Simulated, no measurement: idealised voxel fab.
The following is a process module called voxel wiring stack.
We display cut, a cross-section 255 nm in width whose square cells are each 5 nm.
Reading order for cross-sections: top band down to bottom band. Underlying form: a grid of square cells. Band size: one or more rows of cells.
Basically the band line says how high the top is and how high the bottom is, in nm, and then what's in it from left to right, every material with its width in nm. Empty space shows up as "empty", and if a single material carries "everywhere" it runs the full band edge to edge.
Measure heights from 0. That's the level where, below it, the as-received wafer is all one material. The lowest band is bottomless and extends downward; write it as in "0..down".
Width "30..40": first value at the band's top row of cells, second value at its bottom row, equal change from row to row.
"identical to before" (step): cross-section cells unchanged, all of them.
Entry "Sealed void listing" = empty spaces >= 8 cells with no open way to the top; each as width x height at distance, distance from left edge, all nm.
That trailing text on a step's line, after the settings, is the simulator's own remark on the step.
The "overlay nm" setting may appear on a step's line; for a step that uses a mask, it gives how far to the right of its planned position the mask lay, and a negative value indicates the left.

# Planned step list for the process
1 RECEIVE, material Si
2 CONFORMAL_DEP, material SiO2, thk nm 15
3 CONFORMAL_DEP, material SiCN, thk nm 5
4 DIRECTIONAL_DEP, material lowk, thk nm 15
5 DIRECTIONAL_DEP, material aC, thk nm 15
6 PATTERN, tone open, mask id METAL_1, material resist, width nm 25, pitch nm 50, thk nm 30, overlay nm 0
7 DIRECTIONAL_ETCH, etch materials aC, depth nm 15
8 STRIP, etch materials resist
9 DIRECTIONAL_ETCH, etch materials lowk, depth nm 15
10 DIRECTIONAL_ETCH, etch materials SiCN, depth nm 5
11 STRIP, etch materials aC
12 CONFORMAL_DEP, material TiN, thk nm 5
13 FILL_DEP, material Cu, thk nm 5
14 CMP, height nm 35
15 CONFORMAL_DEP, material SiCN, thk nm 5
16 DIRECTIONAL_DEP, material lowk, thk nm 15
17 DIRECTIONAL_DEP, material aC, thk nm 15
18 PATTERN, tone open, mask id PLUG_1, material resist, width nm 15, pitch nm 50, thk nm 35, overlay nm 0
19 DIRECTIONAL_ETCH, etch materials aC, depth nm 15
20 STRIP, etch materials resist
21 DIRECTIONAL_ETCH, etch materials lowk, depth nm 15
22 DIRECTIONAL_ETCH, etch materials SiCN, depth nm 5
23 STRIP, etch materials aC
24 EPI, material Ru, thk nm 10
25 EPI, material Ru, thk nm 10
26 CONFORMAL_DEP, material SiN, thk nm 5
27 DIRECTIONAL_DEP, material lowk, thk nm 15
28 MASKED_ETCH, tone open, mask id METAL_2, width nm 25, pitch nm 50, etch materials lowk, depth nm 15, overlay nm 0
29 MASKED_ETCH, tone open, mask id METAL_2, width nm 25, pitch nm 50, etch materials SiN, depth nm 5, overlay nm 0
30 CONFORMAL_DEP, material TiN, thk nm 5
31 FILL_DEP, material W, thk nm 5
32 CMP, height nm 75
33 CONFORMAL_DEP, material SiCN, thk nm 5
34 DIRECTIONAL_DEP, material SiO2, thk nm 15
35 PATTERN, tone open, mask id PLUG_2, material resist, width nm 15, pitch nm 50, thk nm 15, overlay nm 0
36 DIRECTIONAL_ETCH, etch materials SiO2, depth nm 15
37 DIRECTIONAL_ETCH, etch materials SiCN, depth nm 5
38 STRIP, etch materials resist
39 EPI, material Ru, thk nm 10
40 EPI, material Ru, thk nm 10
41 DIRECTIONAL_DEP, material TiN, thk nm 5
42 DIRECTIONAL_DEP, material W, thk nm 15
43 DIRECTIONAL_DEP, material aC, thk nm 10
44 PATTERN, tone cover, mask id METAL_3, material resist, width nm 25, pitch nm 50, thk nm 25, overlay nm 0
45 DIRECTIONAL_ETCH, etch materials aC, depth nm 10
46 STRIP, etch materials resist
47 DIRECTIONAL_ETCH, etch materials W, depth nm 15
48 DIRECTIONAL_ETCH, etch materials TiN, depth nm 5
49 STRIP, etch materials aC
50 CONFORMAL_DEP, material SiCN, thk nm 5
51 FILL_DEP, material SiO2, thk nm 10
52 CMP, height nm 115
53 CONFORMAL_DEP, material SiCN, thk nm 5

# As-received state of the wafer in cross-section, equivalent to post-step 1
* 0..down: Si everywhere
* Sealed void listing: none

# Sectioned view, first of two wafers, at the close of the module, processed as intended in the plan
* 120..115: SiCN everywhere
* 115..100: SiO2 (85), then SiCN (5), then W (25), then SiCN (5), then SiO2 (15), then SiCN (5), then W (25), then SiCN (5), then SiO2 (85)
* 100..95: SiCN (90), then TiN (25), then SiCN (25), then TiN (25), then SiCN (90)
* 95..80: SiO2 (90), then Ru (15), then SiO2 (35), then Ru (15), then SiO2 (100)
* 80..75: SiCN (90), then Ru (15), then SiCN (35), then Ru (15), then SiCN (100)
* 75..60: lowk (90), then TiN (5), then W (15), then TiN (5), then lowk (25), then TiN (5), then W (15), then TiN (5), then lowk (90)
* 60..55: SiN (90), then TiN (25), then SiN (25), then TiN (25), then SiN (90)
* 55..40: lowk (90), then Ru (15), then lowk (35), then Ru (15), then lowk (100)
* 40..35: SiCN (90), then Ru (15), then SiCN (35), then Ru (15), then SiCN (100)
* 35..20: lowk (90), then TiN (5), then Cu (15), then TiN (5), then lowk (25), then TiN (5), then Cu (15), then TiN (5), then lowk (90)
* 20..15: SiCN (90), then TiN (25), then SiCN (25), then TiN (25), then SiCN (90)
* 15..0: SiO2 everywhere
* 0..down: Si everywhere
* Sealed void listing: none

# Now the second wafer, cross-sectioned at the end of the module. Nothing different at the start, nothing different in the plan compared with the first, just one mistake when it was actually run
* 120..115: SiCN everywhere
* 115..100: SiO2 (85), then SiCN (5), then W (25), then SiCN (5), then SiO2 (15), then SiCN (5), then W (25), then SiCN (5), then SiO2 (85)
* 100..95: SiCN (90), then TiN (25), then SiCN (25), then TiN (25), then SiCN (90)
* 95..80: SiO2 (90), then Ru (15), then SiO2 (35), then Ru (15), then SiO2 (100)
* 80..75: SiCN (90), then Ru (15), then SiCN (35), then Ru (15), then SiCN (100)
* 75..70: W (70), then TiN (5), then lowk (15), then TiN (5), then W (15), then TiN (5), then lowk (5), then TiN (5), then lowk (15), then TiN (5), then W (15), then TiN (5), then lowk (5), then TiN (5), then W (80)
* 70..65: TiN (75), then lowk (15), then TiN (5), then W (15), then TiN (5), then lowk (5), then TiN (5), then lowk (15), then TiN (5), then W (15), then TiN (5), then lowk (5), then TiN (85)
* 65..60: lowk (90), then TiN (5), then W (15), then TiN (5), then lowk (25), then TiN (5), then W (15), then TiN (5), then lowk (90)
* 60..55: lowk (75), then SiN (15), then TiN (25), then SiN (5), then lowk (5), then SiN (15), then TiN (25), then SiN (5), then lowk (85)
* 55..50: lowk (75), then SiN (5), then Ru (35), then SiN (5), then lowk (5), then SiN (5), then Ru (35), then SiN (5), then lowk (85)
* 50..45: SiN (80), then Ru (35), then SiN (15), then Ru (35), then SiN (90)
* 45..40: lowk (90), then Ru (15), then lowk (35), then Ru (15), then lowk (100)
* 40..35: SiCN (90), then Ru (15), then SiCN (35), then Ru (15), then SiCN (100)
* 35..20: lowk (90), then TiN (5), then Cu (15), then TiN (5), then lowk (25), then TiN (5), then Cu (15), then TiN (5), then lowk (90)
* 20..15: SiCN (90), then TiN (25), then SiCN (25), then TiN (25), then SiCN (90)
* 15..0: SiO2 everywhere
* 0..down: Si everywhere
* Sealed void listing: none
Error vs. plan: step 16 changed vs plan, executed as DIRECTIONAL_DEP, material lowk, thk nm 5
The final cell counts differ between the wafers, with the second having more or fewer of some materials than the first: +16 Ru, +8 SiN, +36 TiN, +30 W, -90 lowk
